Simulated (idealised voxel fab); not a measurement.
Process module, titled voxel lift off
Shown is cross-section cut, with a width of 165 nm and square cells of size 5 nm.
Cross-section layout: square cells on a grid; listed as bands, top to bottom; a band spans one or more cell rows.
Heads up on the band format: heights come first, top then bottom, in nm. After that it's the materials left to right, each with its width in nm. A single material flagged "edge to edge" fills the whole band edge to edge, and "blank" means there's empty space there.
Heads up on the height convention: 0 is the point under which the incoming wafer is all one material, and the lowest band has no bottom, it just keeps going down, like "0..down".
Note: "30 to 40" means the width goes from the first number (top row of the band) to the second number (bottom row) in equal steps per row of cells.
"everything unchanged" means the step left every cell of the cross-section as it was.
Under "Enclosed void listing" you'll find the enclosed gaps, the ones with no way out to the top, that are 8 cells or bigger; each reads width x height at distance, with distance counted from the left edge, everything in nm.
On a step's line, text after the settings is the simulator commenting on that step.
"overlay nm", when on a step's line for a step with a mask, measures how far to the right of its planned place the mask lay; a negative measure means to the left.
[Steps planned for the process]
1 RECEIVE | material Si
2 CONFORMAL_DEP | material SiO2 | thk nm 15
3 PATTERN | tone open | mask id LINES | material resist | width nm 20 | pitch nm 35 | thk nm 25 | overlay nm 0
4 DIRECTIONAL_DEP | material Ru | thk nm 5
5 STRIP | etch materials resist
6 CONFORMAL_DEP | material SiN | thk nm 10
Every wafer here starts from the same state; it is the step 4 thk nm that distinguishes them, and the value the plan gives belongs to the first wafer.
[So this is the first of several wafers, cross-sectioned as it came to us, meaning it's at the end of step 1]
	0..down = Si edge to edge
	Enclosed void listing: none
[Heads up, this table goes wafer by wafer. A row tells you, at the end of the module, how many cells of each material that wafer has put on (+) or dropped (-) since it was received, and then its closed voids]
thk nm 5; +12 Ru; +76 SiN; +99 SiO2; Enclosed void listing: none
thk nm 10; +24 Ru; +86 SiN; +99 SiO2; Enclosed void listing: none
thk nm 15; +36 Ru; +96 SiN; +99 SiO2; Enclosed void listing: none
thk nm 20; +48 Ru; +106 SiN; +99 SiO2; Enclosed void listing: none
